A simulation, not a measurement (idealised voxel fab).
Module name: voxel transistor to metal (process module)
It is cross-section cut that appears here, measuring 270 nm in width, its square cells being 5 nm in size.
Cross-section spec: square-cell grid; bands listed top down; each band is one or more rows.
Heights first: top, then bottom, in nm. Then materials, left to right, each with a width in nm. "everywhere" on a single material: fills the band edge to edge. "blank": empty space.
Heights are reckoned from 0. Under this level, the received wafer is all of one material. The bottommost band is open-ended downward, for example "0 -> down".
Width: "30 to 40" (first number = top row, second number = bottom row, same change from row to row of cells).
It should be understood that the words "nothing altered", when stated for a given step, signify that the cross-section underwent no change in any of its cells during that step.
"Completely sealed voids" means: voids of 8 cells or more that are shut off from the top with no open way through. Written width x height at distance, distance from the left edge, in nm.
What comes after the settings on a step's line is commentary from the simulator itself on that step.
"overlay nm" denotes, for a step that has a mask, the displacement of the mask to the right of its planned place, with negative values corresponding to the left.
SET OUT BELOW ARE THE PLANNED STEPS OF THE PROCESS
1 op RECEIVE | material Si
2 op CONFORMAL_DEP | material SiO2 | thk nm 5
3 op CONFORMAL_DEP | material SiN | thk nm 10
4 op MASKED_ETCH | tone cover | mask id ACTIVE | width nm 100 | pitch nm 130 | etch materials SiN | depth nm 10 | overlay nm 0
5 op MASKED_ETCH | tone cover | mask id ACTIVE | width nm 100 | pitch nm 130 | etch materials SiO2 | depth nm 5 | overlay nm 0
6 op MASKED_ETCH | tone cover | mask id ACTIVE | width nm 100 | pitch nm 130 | etch materials Si | depth nm 25 | overlay nm 0
7 op OXIDIZE | depth nm 5
8 op FILL_DEP | material SiO2 | thk nm 10
9 op CMP | height nm 15
10 op SELECTIVE_ETCH | etch materials SiO2 | depth nm 5
11 op STRIP | etch materials SiN
12 op SELECTIVE_ETCH | etch materials SiO2 | depth nm 5
13 op OXIDIZE | depth nm 5
14 op DIRECTIONAL_DEP | material polySi | thk nm 30
15 op DIRECTIONAL_DEP | material SiCN | thk nm 10
16 op DIRECTIONAL_DEP | material aC | thk nm 15
17 op PATTERN | tone cover | mask id GATE | material resist | width nm 30 | pitch nm 130 | thk nm 30 | overlay nm 0
18 op DIRECTIONAL_ETCH | etch materials aC | depth nm 15
19 op STRIP | etch materials resist
20 op DIRECTIONAL_ETCH | etch materials SiCN | depth nm 20
21 op DIRECTIONAL_ETCH | etch materials polySi | depth nm 40
22 op STRIP | etch materials aC
23 op CONFORMAL_DEP | material SiN | thk nm 10
24 op DIRECTIONAL_ETCH | etch materials SiN | depth nm 10
25 op DIRECTIONAL_ETCH | etch materials SiO2 | depth nm 5
26 op DIRECTIONAL_ETCH | etch materials Si | depth nm 10
27 op EPI | material pSi | thk nm 10
28 op FILL_DEP | material SiO2 | thk nm 10
29 op CMP | height nm 30
30 op STRIP | etch materials polySi
31 op SELECTIVE_ETCH | etch materials SiO2 | depth nm 5
32 op CONFORMAL_DEP | material HfO2 | thk nm 5
33 op CONFORMAL_DEP | material TiN | thk nm 5
34 op FILL_DEP | material W | thk nm 5
35 op CMP | height nm 25
36 op DIRECTIONAL_DEP | material SiO2 | thk nm 5
37 op PATTERN | tone open | mask id CONTACT | material resist | width nm 15 | thk nm 20 | overlay nm 0
38 op DIRECTIONAL_ETCH | etch materials SiO2 | depth nm 45
39 op STRIP | etch materials resist
40 op CONFORMAL_DEP | material TiN | thk nm 5
41 op FILL_DEP | material Ru | thk nm 5
42 op CMP | height nm 40
43 op CONFORMAL_DEP | material SiCN | thk nm 5
44 op DIRECTIONAL_DEP | material lowk | thk nm 15
45 op MASKED_ETCH | tone open | mask id METAL_1 | width nm 15 | etch materials lowk | depth nm 15 | overlay nm 0
46 op MASKED_ETCH | tone open | mask id METAL_1 | width nm 15 | etch materials SiCN | depth nm 5 | overlay nm 0
47 op CONFORMAL_DEP | material TiN | thk nm 5
48 op FILL_DEP | material Cu | thk nm 5
49 op CMP | height nm 60
50 op CONFORMAL_DEP | material SiCN | thk nm 5
51 op DIRECTIONAL_DEP | material SiO2 | thk nm 35
52 op PATTERN | tone open | mask id METAL_2 | material resist | width nm 15 | pitch nm 130 | thk nm 15 | overlay nm 0
53 op DIRECTIONAL_ETCH | etch materials SiO2 | depth nm 20
54 op STRIP | etch materials resist
55 op DIRECTIONAL_DEP | material aC | thk nm 10
56 op PATTERN | tone open | mask id METAL_2_HOLES | material resist | width nm 15 | pitch nm 130 | thk nm 30 | overlay nm 0
57 op DIRECTIONAL_ETCH | etch materials aC | depth nm 10
58 op STRIP | etch materials resist
59 op DIRECTIONAL_ETCH | etch materials SiO2 | depth nm 15
60 op DIRECTIONAL_ETCH | etch materials SiCN | depth nm 5
61 op STRIP | etch materials aC
62 op CONFORMAL_DEP | material TiN | thk nm 5
63 op FILL_DEP | material Ru | thk nm 5
64 op CMP | height nm 100
65 op CONFORMAL_DEP | material SiN | thk nm 5
The plan shows the thk nm of step 36 as the first wafer had it; this setting differs between the wafers, which start out alike.
AS RECEIVED, I.E. AFTER STEP 1: CROSS-SECTION THROUGH THE FIRST OF SEVERAL WAFERS
  0 -> down: Si everywhere
  Completely sealed voids: none
END-OF-MODULE CROSS-SECTION, FIRST OF SEVERAL WAFERS, AFTER LAST STEP 65
  105 -> 100: SiN everywhere
  100 -> 65: 25 nm SiO2, then 5 nm TiN, then 5 nm Ru, then 5 nm TiN, then 115 nm SiO2, then 5 nm TiN, then 5 nm Ru, then 5 nm TiN, then 100 nm SiO2
  65 -> 60: 25 nm SiCN, then 15 nm TiN, then 115 nm SiCN, then 15 nm TiN, then 100 nm SiCN
  60 -> 45: 25 nm lowk, then 5 nm TiN, then 5 nm Cu, then 5 nm TiN, then 60 nm lowk, then 5 nm TiN, then 5 nm Cu, then 5 nm TiN, then 40 nm lowk, then 5 nm TiN, then 5 nm Cu, then 5 nm TiN, then 60 nm lowk, then 5 nm TiN, then 5 nm Cu, then 5 nm TiN, then 25 nm lowk
  45 -> 40: 25 nm SiCN, then 15 nm TiN, then 60 nm SiCN, then 15 nm TiN, then 40 nm SiCN, then 15 nm TiN, then 60 nm SiCN, then 15 nm TiN, then 25 nm SiCN
  40 -> 35: Ru everywhere
  35 -> 30: 30 nm TiN, then 5 nm Ru, then 70 nm TiN, then 5 nm Ru, then 50 nm TiN, then 5 nm Ru, then 70 nm TiN, then 5 nm Ru, then 30 nm TiN
  30 -> 25: 25 nm SiO2, then 5 nm TiN, then 5 nm Ru, then 5 nm TiN, then 60 nm SiO2, then 5 nm TiN, then 5 nm Ru, then 5 nm TiN, then 40 nm SiO2, then 5 nm TiN, then 5 nm Ru, then 5 nm TiN, then 60 nm SiO2, then 5 nm TiN, then 5 nm Ru, then 5 nm TiN, then 25 nm SiO2
  25 -> 10: 25 nm SiO2, then 5 nm TiN, then 5 nm Ru, then 5 nm TiN, then 5 nm SiO2, then 10 nm SiN, then 5 nm HfO2, then 5 nm TiN, then 10 nm W, then 5 nm TiN, then 5 nm HfO2, then 10 nm SiN, then 5 nm SiO2, then 5 nm TiN, then 5 nm Ru, then 5 nm TiN, then 40 nm SiO2, then 5 nm TiN, then 5 nm Ru, then 5 nm TiN, then 5 nm SiO2, then 10 nm SiN, then 5 nm HfO2, then 5 nm TiN, then 10 nm W, then 5 nm TiN, then 5 nm HfO2, then 10 nm SiN, then 5 nm SiO2, then 5 nm TiN, then 5 nm Ru, then 5 nm TiN, then 25 nm SiO2
  10 -> 5: 25 nm SiO2, then 15 nm TiN, then 5 nm SiO2, then 10 nm SiN, then 5 nm HfO2, then 5 nm TiN, then 10 nm W, then 5 nm TiN, then 5 nm HfO2, then 10 nm SiN, then 5 nm SiO2, then 15 nm TiN, then 40 nm SiO2, then 15 nm TiN, then 5 nm SiO2, then 10 nm SiN, then 5 nm HfO2, then 5 nm TiN, then 10 nm W, then 5 nm TiN, then 5 nm HfO2, then 10 nm SiN, then 5 nm SiO2, then 15 nm TiN, then 25 nm SiO2
  5 -> 0: 15 nm SiO2, then 10 nm SiN, then 10 nm TiN, then 10 nm pSi, then 10 nm SiN, then 5 nm HfO2, then 20 nm TiN, then 5 nm HfO2, then 10 nm SiN, then 10 nm pSi, then 10 nm TiN, then 10 nm SiN, then 20 nm SiO2, then 10 nm SiN, then 10 nm TiN, then 10 nm pSi, then 10 nm SiN, then 5 nm HfO2, then 20 nm TiN, then 5 nm HfO2, then 10 nm SiN, then 10 nm pSi, then 10 nm TiN, then 10 nm SiN, then 15 nm SiO2
  0 -> -5: 25 nm SiO2, then 10 nm TiN, then 10 nm pSi, then 5 nm SiO2, then 40 nm HfO2, then 5 nm SiO2, then 10 nm pSi, then 10 nm TiN, then 40 nm SiO2, then 10 nm TiN, then 10 nm pSi, then 5 nm SiO2, then 40 nm HfO2, then 5 nm SiO2, then 10 nm pSi, then 10 nm TiN, then 25 nm SiO2
  -5 -> -15: 25 nm SiO2, then 20 nm pSi, then 50 nm Si, then 20 nm pSi, then 40 nm SiO2, then 20 nm pSi, then 50 nm Si, then 20 nm pSi, then 25 nm SiO2
  -15 -> -30: 25 nm SiO2, then 90 nm Si, then 40 nm SiO2, then 90 nm Si, then 25 nm SiO2
  -30 -> down: Si everywhere
  Completely sealed voids: none
CROSS-SECTIONAL DEPICTION OF THE LAST OF SEVERAL WAFERS UPON COMPLETION OF THE MODULE
  105 -> 100: SiN everywhere
  100 -> 65: 25 nm SiO2, then 5 nm TiN, then 5 nm Ru, then 5 nm TiN, then 115 nm SiO2, then 5 nm TiN, then 5 nm Ru, then 5 nm TiN, then 100 nm SiO2
  65 -> 60: 25 nm SiCN, then 15 nm TiN, then 115 nm SiCN, then 15 nm TiN, then 100 nm SiCN
  60 -> 45: 25 nm lowk, then 5 nm TiN, then 5 nm Cu, then 5 nm TiN, then 60 nm lowk, then 5 nm TiN, then 5 nm Cu, then 5 nm TiN, then 40 nm lowk, then 5 nm TiN, then 5 nm Cu, then 5 nm TiN, then 60 nm lowk, then 5 nm TiN, then 5 nm Cu, then 5 nm TiN, then 25 nm lowk
  45 -> 40: 25 nm SiCN, then 15 nm TiN, then 60 nm SiCN, then 15 nm TiN, then 40 nm SiCN, then 15 nm TiN, then 60 nm SiCN, then 15 nm TiN, then 25 nm SiCN
  40 -> 25: 25 nm SiO2, then 5 nm TiN, then 5 nm Ru, then 5 nm TiN, then 60 nm SiO2, then 5 nm TiN, then 5 nm Ru, then 5 nm TiN, then 40 nm SiO2, then 5 nm TiN, then 5 nm Ru, then 5 nm TiN, then 60 nm SiO2, then 5 nm TiN, then 5 nm Ru, then 5 nm TiN, then 25 nm SiO2
  25 -> 15: 25 nm SiO2, then 5 nm TiN, then 5 nm Ru, then 5 nm TiN, then 5 nm SiO2, then 10 nm SiN, then 5 nm HfO2, then 5 nm TiN, then 10 nm W, then 5 nm TiN, then 5 nm HfO2, then 10 nm SiN, then 5 nm SiO2, then 5 nm TiN, then 5 nm Ru, then 5 nm TiN, then 40 nm SiO2, then 5 nm TiN, then 5 nm Ru, then 5 nm TiN, then 5 nm SiO2, then 10 nm SiN, then 5 nm HfO2, then 5 nm TiN, then 10 nm W, then 5 nm TiN, then 5 nm HfO2, then 10 nm SiN, then 5 nm SiO2, then 5 nm TiN, then 5 nm Ru, then 5 nm TiN, then 25 nm SiO2
  15 -> 10: 25 nm SiO2, then 15 nm TiN, then 5 nm SiO2, then 10 nm SiN, then 5 nm HfO2, then 5 nm TiN, then 10 nm W, then 5 nm TiN, then 5 nm HfO2, then 10 nm SiN, then 5 nm SiO2, then 15 nm TiN, then 40 nm SiO2, then 15 nm TiN, then 5 nm SiO2, then 10 nm SiN, then 5 nm HfO2, then 5 nm TiN, then 10 nm W, then 5 nm TiN, then 5 nm HfO2, then 10 nm SiN, then 5 nm SiO2, then 15 nm TiN, then 25 nm SiO2
  10 -> 5: 45 nm SiO2, then 10 nm SiN, then 5 nm HfO2, then 5 nm TiN, then 10 nm W, then 5 nm TiN, then 5 nm HfO2, then 10 nm SiN, then 80 nm SiO2, then 10 nm SiN, then 5 nm HfO2, then 5 nm TiN, then 10 nm W, then 5 nm TiN, then 5 nm HfO2, then 10 nm SiN, then 45 nm SiO2
  5 -> 0: 15 nm SiO2, then 10 nm SiN, then 10 nm SiO2, then 10 nm pSi, then 10 nm SiN, then 5 nm HfO2, then 20 nm TiN, then 5 nm HfO2, then 10 nm SiN, then 10 nm pSi, then 10 nm SiO2, then 10 nm SiN, then 20 nm SiO2, then 10 nm SiN, then 10 nm SiO2, then 10 nm pSi, then 10 nm SiN, then 5 nm HfO2, then 20 nm TiN, then 5 nm HfO2, then 10 nm SiN, then 10 nm pSi, then 10 nm SiO2, then 10 nm SiN, then 15 nm SiO2
  0 -> -5: 35 nm SiO2, then 10 nm pSi, then 5 nm SiO2, then 40 nm HfO2, then 5 nm SiO2, then 10 nm pSi, then 60 nm SiO2, then 10 nm pSi, then 5 nm SiO2, then 40 nm HfO2, then 5 nm SiO2, then 10 nm pSi, then 35 nm SiO2
  -5 -> -15: 25 nm SiO2, then 20 nm pSi, then 50 nm Si, then 20 nm pSi, then 40 nm SiO2, then 20 nm pSi, then 50 nm Si, then 20 nm pSi, then 25 nm SiO2
  -15 -> -30: 25 nm SiO2, then 90 nm Si, then 40 nm SiO2, then 90 nm Si, then 25 nm SiO2
  -30 -> down: Si everywhere
  Completely sealed voids: none
QUICK KEY FOR THE TABLE: A ROW PER WAFER, TAKEN AT THE END OF THE MODULE. FOR EACH MATERIAL IT TELLS YOU HOW MANY CELLS THE WAFER GAINED (+) OR LOST (-) SINCE IT CAME IN, AND THE CLOSED VOIDS COME AFTER
thk nm 5, +12 Cu, +36 HfO2, +88 Ru, -176 Si, +90 SiCN, +102 SiN, +588 SiO2, +204 TiN, +16 W, +126 lowk, +48 pSi, Completely sealed voids: none
thk nm 10, +12 Cu, +36 HfO2, +38 Ru, -176 Si, +90 SiCN, +102 SiN, +630 SiO2, +212 TiN, +16 W, +126 lowk, +48 pSi, Completely sealed voids: none
thk nm 15, +12 Cu, +36 HfO2, +38 Ru, -176 Si, +90 SiCN, +102 SiN, +672 SiO2, +170 TiN, +16 W, +126 lowk, +48 pSi, Completely sealed voids: none
thk nm 20, +12 Cu, +36 HfO2, +38 Ru, -176 Si, +90 SiCN, +102 SiN, +680 SiO2, +162 TiN, +16 W, +126 lowk, +48 pSi, Completely sealed voids: none
thk nm 25, +12 Cu, +36 HfO2, +38 Ru, -176 Si, +90 SiCN, +102 SiN, +688 SiO2, +154 TiN, +16 W, +126 lowk, +48 pSi, Completely sealed voids: none
thk nm 30, +12 Cu, +36 HfO2, +34 Ru, -176 Si, +90 SiCN, +102 SiN, +700 SiO2, +146 TiN, +16 W, +126 lowk, +48 pSi, Completely sealed voids: none
